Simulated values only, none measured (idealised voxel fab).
The name of this process module is voxel capacitor over wiring.
Cross-section cut: width 205 nm, square cells of 5 nm.
Cross-section = grid of square cells, listed top down in bands; band = one or more rows.
Each band's line starts with the height of the band's top and of its bottom, in nm. Then come its materials from left to right, each with its width in nm. One material with "edge to edge" fills the band from edge to edge. "blank" is empty space.
We count height from 0. Below that, the starting wafer is all one material. The lowest band never ends at the bottom but goes on down; see "0..down" for how that is written.
Top row gets the first number, bottom row gets the second, and each row in between changes by the same step: that is how a band width like "30->40" works.
For the purposes of this document, the phrase "no modification" attached to a step denotes that no cell within the cross-section was modified by that step.
Basically, "Trapped voids" tells you about the enclosed voids: empty spaces with no open way to the top, 8 cells or bigger, each written width x height at distance, where distance is from the left edge, all in nm.
Heads up: the bit after the settings on a step's line is the simulator's remark on that step.
The line of a step may include "overlay nm". On a step with a mask, this value is how far to the right of its planned place the mask lay. A negative value means the mask lay to the left.

-- Steps in the process plan
1. RECEIVE | material Si
2. CONFORMAL_DEP | material SiO2 | thk nm 10
3. DIRECTIONAL_DEP | material TiN | thk nm 5
4. DIRECTIONAL_DEP | material Ru | thk nm 20
5. MASKED_ETCH | tone cover | mask id METAL_1 | width nm 25 | pitch nm 90 | etch materials Ru | depth nm 20 | overlay nm 0
6. MASKED_ETCH | tone cover | mask id METAL_1 | width nm 25 | pitch nm 90 | etch materials TiN | depth nm 5 | overlay nm 0
7. CONFORMAL_DEP | material SiN | thk nm 5
8. FILL_DEP | material SiO2 | thk nm 10
9. CMP | height nm 30
10. CONFORMAL_DEP | material SiCN | thk nm 5
11. DIRECTIONAL_DEP | material lowk | thk nm 20
12. DIRECTIONAL_DEP | material aC | thk nm 10
13. PATTERN | tone open | mask id PLUG_1 | material resist | width nm 15 | thk nm 30 | overlay nm 0
14. DIRECTIONAL_ETCH | etch materials aC | depth nm 10
15. STRIP | etch materials resist
16. DIRECTIONAL_ETCH | etch materials lowk | depth nm 20
17. DIRECTIONAL_ETCH | etch materials SiCN | depth nm 5
18. STRIP | etch materials aC
19. EPI | material Ru | thk nm 10
20. EPI | material Ru | thk nm 10
21. EPI | material Ru | thk nm 5
22. DIRECTIONAL_DEP | material TiN | thk nm 10
23. DIRECTIONAL_DEP | material SiN | thk nm 5
24. DIRECTIONAL_DEP | material TiN | thk nm 5
25. PATTERN | tone cover | mask id UPPER_PLATE | material resist | width nm 70 | thk nm 15 | overlay nm 0
26. DIRECTIONAL_ETCH | etch materials TiN | depth nm 5
27. DIRECTIONAL_ETCH | etch materials SiN | depth nm 5
28. STRIP | etch materials resist
29. DIRECTIONAL_DEP | material aC | thk nm 15
30. PATTERN | tone cover | mask id LOWER_PLATE | material resist | width nm 80 | thk nm 30 | overlay nm 0
31. DIRECTIONAL_ETCH | etch materials aC | depth nm 15
32. STRIP | etch materials resist
33. DIRECTIONAL_ETCH | etch materials TiN | depth nm 10
34. STRIP | etch materials aC
35. FILL_DEP | material SiO2 | thk nm 20
36. CMP | height nm 95
37. MASKED_ETCH | tone open | mask id PLUG_2 | width nm 15 | etch materials SiO2 | depth nm 15 | overlay nm 0
38. CONFORMAL_DEP | material TiN | thk nm 5
39. FILL_DEP | material W | thk nm 10
40. CMP | height nm 95
41. CONFORMAL_DEP | material SiN | thk nm 5
Keep in mind the plan's value for the height nm of step 9 comes from the first wafer; the wafers don't share that setting, but they do share the same starting point.

-- First wafer of several, as received: cross-section after step 1
* 0..down | Si edge to edge
* Trapped voids: none

-- After the module's final step, step 41: the first of several wafers in cross-section
* 100..95 | SiN edge to edge
* 95..85 | SiO2=65, then TiN=5, then W=5, then TiN=5, then SiO2=125
* 85..80 | SiO2=65, then TiN=15, then SiO2=125
* 80..75 | SiO2 edge to edge
* 75..70 | SiO2=55, then TiN=70, then SiO2=80
* 70..65 | SiO2=55, then SiN=70, then SiO2=80
* 65..55 | SiO2=50, then TiN=80, then SiO2=75
* 55..35 | lowk=55, then Ru=15, then lowk=135
* 35..30 | SiCN=55, then Ru=15, then SiCN=135
* 30..15 | SiO2=40, then SiN=5, then Ru=25, then SiN=5, then SiO2=55, then SiN=5, then Ru=25, then SiN=5, then SiO2=40
* 15..10 | SiN=45, then TiN=25, then SiN=65, then TiN=25, then SiN=45
* 10..0 | SiO2 edge to edge
* 0..down | Si edge to edge
* Trapped voids: none

-- End of module, last wafer sectioned
* 100..95 | SiN edge to edge
* 95..90 | SiO2=65, then TiN=60, then SiO2=80
* 90..85 | SiO2=65, then TiN=5, then SiN=55, then SiO2=80
* 85..75 | SiO2=50, then TiN=5, then SiO2=10->15, then TiN=65->60, then SiO2=75
* 75..70 | lowk=55, then SiO2=15, then lowk=135
* 70..65 | lowk=55, then TiN=15, then lowk=135
* 65..60 | lowk=55, then SiN=15, then lowk=135
* 60..55 | lowk=55, then TiN=15, then lowk=135
* 55..50 | SiCN=55, then TiN=15, then SiCN=135
* 50..40 | SiO2 edge to edge
* 40..35 | SiO2=40, then SiN=35, then SiO2=55, then SiN=35, then SiO2=40
* 35..15 | SiO2=40, then SiN=5, then Ru=25, then SiN=5, then SiO2=55, then SiN=5, then Ru=25, then SiN=5, then SiO2=40
* 15..10 | SiN=45, then TiN=25, then SiN=65, then TiN=25, then SiN=45
* 10..0 | SiO2 edge to edge
* 0..down | Si edge to edge
* Trapped voids: none

-- Gained (+) or lost (-) cells of each material since receipt, then closed voids: one row per wafer, at the end of the module
height nm 30; +45 Ru; +38 SiCN; +98 SiN; +422 SiO2; +63 TiN; +2 W; +152 lowk; Trapped voids: none
height nm 35; +55 Ru; +38 SiCN; +102 SiN; +408 SiO2; +63 TiN; +2 W; +152 lowk; Trapped voids: none
height nm 40; +40 Ru; +38 SiCN; +116 SiN; +411 SiO2; +62 TiN; +1 W; +152 lowk; Trapped voids: none
height nm 45; +40 Ru; +38 SiCN; +116 SiN; +413 SiO2; +61 TiN; +152 lowk; Trapped voids: none
height nm 50; +40 Ru; +38 SiCN; +116 SiN; +415 SiO2; +59 TiN; +152 lowk; Trapped voids: none
